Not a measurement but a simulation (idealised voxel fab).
process module | voxel self aligned contacts
cross-section cut | 295 nm wide | cells 5 nm
A cross-section is a grid of square cells, given in bands from the top down. A band is one or more rows of cells.
Each band's line starts with the height of the band's top and of its bottom, in nm. Then come its materials from left to right, each with its width in nm. One material with "throughout" fills the band from edge to edge. "air" is empty space.
Height 0 is the level under which the wafer as received is all one material. The lowest band goes on downwards, as in "0 down".
A width such as "30 to 40" changes by the same amount from each row of cells to the next, from the band's top row to its bottom row.
"no change" after a step means that no cell of the cross-section changed.
closed voids: empty space of 8 cells or more with no open way to the top, each as width x height at its distance from the left edge, in nm
after a step's settings: what the simulator itself notes on the step
overlay nm, on a step with a mask: how far to the right of its planned place the mask lay; to the left if negative
plan
1 op RECEIVE | material Si
2 op CONFORMAL_DEP | material SiO2 | thk nm 5
3 op DIRECTIONAL_DEP | material polySi | thk nm 25
4 op DIRECTIONAL_DEP | material SiN | thk nm 20
5 op PATTERN | tone cover | mask id GATE | material resist | width nm 30 | pitch nm 75 | thk nm 15 | overlay nm 0
6 op DIRECTIONAL_ETCH | etch materials SiN | depth nm 20
7 op DIRECTIONAL_ETCH | etch materials polySi | depth nm 25
8 op STRIP | etch materials resist
9 op CONFORMAL_DEP | material SiN | thk nm 10
10 op DIRECTIONAL_ETCH | etch materials SiN | depth nm 10
11 op FILL_DEP | material SiO2 | thk nm 15
12 op CMP | height nm 55
13 op MASKED_ETCH | tone open | mask id CONTACT | width nm 55 | etch materials SiO2 | depth nm 55 | overlay nm 0
14 op CONFORMAL_DEP | material TiN | thk nm 5
15 op FILL_DEP | material Ru | thk nm 5
16 op CMP | height nm 55
17 op CONFORMAL_DEP | material SiN | thk nm 5
as received, after step 1
  0 down: Si throughout
  closed voids: none
first wafer at the end, as planned
  60 to 55: SiN throughout
  55 to 50: SiO2 120 | TiN 20 | Ru 15 | TiN 20 | SiO2 120
  50 to 30: SiO2 85 | SiN 50 | TiN 5 | Ru 15 | TiN 5 | SiN 50 | SiO2 85
  30 to 5: SiO2 85 | SiN 10 | polySi 30 | SiN 10 | TiN 5 | Ru 15 | TiN 5 | SiN 10 | polySi 30 | SiN 10 | SiO2 85
  5 to 0: SiO2 135 | TiN 25 | SiO2 135
  0 down: Si throughout
  closed voids: none
second wafer at the end: like start, like plan, one mistake
  60 to 55: SiN throughout
  55 to 50: SiO2 120 | TiN 20 | Ru 15 | TiN 20 | SiO2 120
  50 to 30: SiO2 85 | SiN 50 | TiN 5 | Ru 15 | TiN 5 | SiN 50 | SiO2 85
  30 to 5: SiO2 135 | TiN 5 | Ru 15 | TiN 5 | SiO2 135
  5 to 0: SiO2 135 | TiN 25 | SiO2 135
  0 down: Si throughout
  closed voids: none
what went wrong: step 3 ran as: op DIRECTIONAL_DEP | material SiO2 | thk nm 25
at the end the second wafer has, in cells: 40 fewer of SiN | 100 more of SiO2 | 60 fewer of polySi
